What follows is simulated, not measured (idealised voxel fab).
Proc. module: voxel self aligned contacts
We display cut, a cross-section 210 nm in width whose square cells are each 5 nm.
A cross-section is written here as square cells arranged in a grid, and it is given in bands from the top down, each band taking up one or more rows of cells. Within each band entry, the heights of the top and of the bottom of the band appear first, in that order and in nm; the materials of the band then follow from left to right, each with its corresponding width in nm. The designation "throughout" on a single material indicates that it fills the band from edge to edge; the designation "empty" indicates empty space. Height datum 0, below which the as-received substrate wafer is one material. Lowest band open at the bottom, running downward: "from 0 down". It should be noted that a width expressed as "30 to 40" varies in equal increments from row to row of cells within the band, taking the value of the first number at the top row and that of the second number at the bottom row. The designation "everything unchanged", where it is given for a processing step, indicates that no cell of the cross-section was altered in the course of that step. The label "Closed void entries" introduces a list of the empty spaces, 8 cells or larger, that have no open way up to the top; each entry in it reads width x height at distance, where the distance is taken from the left edge and all three are stated in nm. Anything after a step's settings on that line? It's the simulator's own note about the step. For masked steps, "overlay nm" on the step line gives how far right of plan the mask actually lay; a minus sign means it lay to the left.

These are the steps we planned for the process:
1: RECEIVE with material Si
2: CONFORMAL_DEP with material SiO2, thk nm 5
3: DIRECTIONAL_DEP with material polySi, thk nm 30
4: DIRECTIONAL_DEP with material SiN, thk nm 15
5: MASKED_ETCH with tone cover, mask id GATE, width nm 30, pitch nm 55, etch materials SiN, depth nm 15, overlay nm 0
6: MASKED_ETCH with tone cover, mask id GATE, width nm 30, pitch nm 55, etch materials polySi, depth nm 30, overlay nm 0
7: CONFORMAL_DEP with material SiN, thk nm 5
8: DIRECTIONAL_ETCH with etch materials SiN, depth nm 5
9: FILL_DEP with material SiO2, thk nm 20
10: CMP with height nm 60
11: MASKED_ETCH with tone open, mask id CONTACT, width nm 35, etch materials SiO2, depth nm 50, overlay nm 0
12: CONFORMAL_DEP with material TiN, thk nm 5
13: FILL_DEP with material Ru, thk nm 5
14: CMP with height nm 60
15: CONFORMAL_DEP with material SiCN, thk nm 5
It is noted that the wafers described herein are identical at the outset and are distinguished by the depth nm of step 11; the value stated in the plan corresponds to the first wafer.

Cross-section of the first of several wafers on receipt, reflecting completion of step 1:
  from 0 down: Si throughout
  Closed void entries: none

Gained (+) or lost (-) cells of each material since receipt, then closed voids: one row per wafer, at the end of the module:
depth nm 50 | +13 Ru | +42 SiCN | +72 SiN | +322 SiO2 | +25 TiN | +72 polySi | Closed void entries: none
depth nm 55 | +14 Ru | +42 SiCN | +72 SiN | +319 SiO2 | +27 TiN | +72 polySi | Closed void entries: none
depth nm 60 | +15 Ru | +42 SiCN | +72 SiN | +316 SiO2 | +29 TiN | +72 polySi | Closed void entries: none
depth nm 65 | +15 Ru | +42 SiCN | +72 SiN | +316 SiO2 | +29 TiN | +72 polySi | Closed void entries: none
depth nm 70 | +15 Ru | +42 SiCN | +72 SiN | +316 SiO2 | +29 TiN | +72 polySi | Closed void entries: none
depth nm 75 | +15 Ru | +42 SiCN | +72 SiN | +316 SiO2 | +29 TiN | +72 polySi | Closed void entries: none
